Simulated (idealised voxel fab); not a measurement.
Documented hereafter: the process module known as voxel wiring stack.
Each square cell in cross-section cut measures 5 nm, and the section as a whole is 290 nm wide.
Just so we're on the same page, the cross-sections are grids of square cells, and they're listed out in bands top to bottom, each band one or more rows deep.
Look at the band entry: it leads with the top's height and the bottom's height in nm. Then it lists the materials left to right, with a width in nm for each. The word "everywhere" on a single material says that material fills the band edge to edge. The word "blank" is empty space.
Heads up on the height convention: 0 is the point under which the incoming wafer is all one material, and the lowest band has no bottom, it just keeps going down, like "0 and below".
Width: "30->40" (first number = top row, second number = bottom row, same change from row to row of cells).
"no change occurred" (step): cross-section cells unchanged, all of them.
In the "Fully closed voids" entry, you get each enclosed empty space of 8 cells or more, one with no open way to the top, written width x height at distance, distance from the left edge, in nm.
Note: text after step settings on the step line = simulator remark on that step.
overlay nm: on a step with a mask, how far right of its planned place the mask lay; negative means left.

Plan
1: op RECEIVE | material Si
2: op CONFORMAL_DEP | material SiO2 | thk nm 15
3: op CONFORMAL_DEP | material SiCN | thk nm 5
4: op DIRECTIONAL_DEP | material lowk | thk nm 20
5: op DIRECTIONAL_DEP | material aC | thk nm 10
6: op PATTERN | tone open | mask id METAL_1 | material resist | width nm 30 | pitch nm 45 | thk nm 25 | overlay nm 0
7: op DIRECTIONAL_ETCH | etch materials aC | depth nm 10
8: op STRIP | etch materials resist
9: op DIRECTIONAL_ETCH | etch materials lowk | depth nm 20
10: op DIRECTIONAL_ETCH | etch materials SiCN | depth nm 5
11: op STRIP | etch materials aC
12: op CONFORMAL_DEP | material TiN | thk nm 5
13: op FILL_DEP | material Cu | thk nm 10
14: op CMP | height nm 40
15: op CONFORMAL_DEP | material SiCN | thk nm 5
16: op DIRECTIONAL_DEP | material SiO2 | thk nm 15
17: op PATTERN | tone open | mask id PLUG_1 | material resist | width nm 15 | pitch nm 45 | thk nm 15 | overlay nm 0
18: op DIRECTIONAL_ETCH | etch materials SiO2 | depth nm 15
19: op DIRECTIONAL_ETCH | etch materials SiCN | depth nm 5
20: op STRIP | etch materials resist
21: op EPI | material Ru | thk nm 10
22: op EPI | material Ru | thk nm 10
23: op CONFORMAL_DEP | material SiCN | thk nm 5
24: op DIRECTIONAL_DEP | material lowk | thk nm 20
25: op MASKED_ETCH | tone open | mask id METAL_2 | width nm 30 | pitch nm 45 | etch materials lowk | depth nm 20 | overlay nm 0
26: op MASKED_ETCH | tone open | mask id METAL_2 | width nm 30 | pitch nm 45 | etch materials SiCN | depth nm 5 | overlay nm 0
27: op CONFORMAL_DEP | material TiN | thk nm 5
28: op FILL_DEP | material W | thk nm 10
29: op CMP | height nm 85
30: op CONFORMAL_DEP | material SiCN | thk nm 5
31: op DIRECTIONAL_DEP | material lowk | thk nm 25
32: op PATTERN | tone open | mask id METAL_3_HOLES | material resist | width nm 15 | pitch nm 90 | thk nm 15 | overlay nm 0
33: op DIRECTIONAL_ETCH | etch materials lowk | depth nm 25
34: op STRIP | etch materials resist
35: op DIRECTIONAL_DEP | material aC | thk nm 15
36: op PATTERN | tone open | mask id METAL_3 | material resist | width nm 30 | pitch nm 45 | thk nm 35 | overlay nm 0
37: op DIRECTIONAL_ETCH | etch materials aC | depth nm 15
38: op STRIP | etch materials resist
39: op DIRECTIONAL_ETCH | etch materials lowk | depth nm 15
40: op DIRECTIONAL_ETCH | etch materials SiCN | depth nm 5
41: op STRIP | etch materials aC
42: op CONFORMAL_DEP | material TiN | thk nm 5
43: op FILL_DEP | material Cu | thk nm 5
44: op CMP | height nm 115
45: op CONFORMAL_DEP | material SiCN | thk nm 5

Wafer cross-section on receipt, i.e. after step 1
	0 and below: Si everywhere
	Fully closed voids: none

Module complete, cross-section. Starting point and plan per above. One mistake made in running the module
	120 down to 115: SiCN everywhere
	115 down to 105: 60 of lowk | 5 of TiN | 20 of Cu | 5 of TiN | 15 of lowk | 5 of TiN | 20 of Cu | 5 of TiN | 15 of lowk | 5 of TiN | 20 of Cu | 5 of TiN | 15 of lowk | 5 of TiN | 20 of Cu | 5 of TiN | 65 of lowk
	105 down to 100: 60 of lowk | 5 of TiN | 5 of Cu | 20 of TiN | 15 of lowk | 30 of TiN | 15 of lowk | 5 of TiN | 5 of Cu | 20 of TiN | 15 of lowk | 30 of TiN | 65 of lowk
	100 down to 90: 60 of lowk | 5 of TiN | 5 of Cu | 5 of TiN | 75 of lowk | 5 of TiN | 5 of Cu | 5 of TiN | 125 of lowk
	90 down to 85: 60 of SiCN | 15 of TiN | 75 of SiCN | 15 of TiN | 125 of SiCN
	85 down to 65: 60 of lowk | 5 of TiN | 20 of W | 5 of TiN | 15 of lowk | 5 of TiN | 20 of W | 5 of TiN | 15 of lowk | 5 of TiN | 20 of W | 5 of TiN | 15 of lowk | 5 of TiN | 20 of W | 5 of TiN | 65 of lowk
	65 down to 55: 60->65 of SiCN | 30->5 of TiN | 15->40 of SiCN | 30->5 of TiN | 15->40 of SiCN | 30->5 of TiN | 15->40 of SiCN | 30->5 of TiN | 65->85 of SiCN
	55 down to 40: SiO2 everywhere
	40 down to 20: 60 of lowk | 5 of TiN | 20 of Cu | 5 of TiN | 15 of lowk | 5 of TiN | 20 of Cu | 5 of TiN | 15 of lowk | 5 of TiN | 20 of Cu | 5 of TiN | 15 of lowk | 5 of TiN | 20 of Cu | 5 of TiN | 65 of lowk
	20 down to 15: 60 of SiCN | 30 of TiN | 15 of SiCN | 30 of TiN | 15 of SiCN | 30 of TiN | 15 of SiCN | 30 of TiN | 65 of SiCN
	15 down to 0: SiO2 everywhere
	0 and below: Si everywhere
	Fully closed voids: none
Want to know what went wrong? deviation from plan: step 16 and step 15 executed in one another's positions
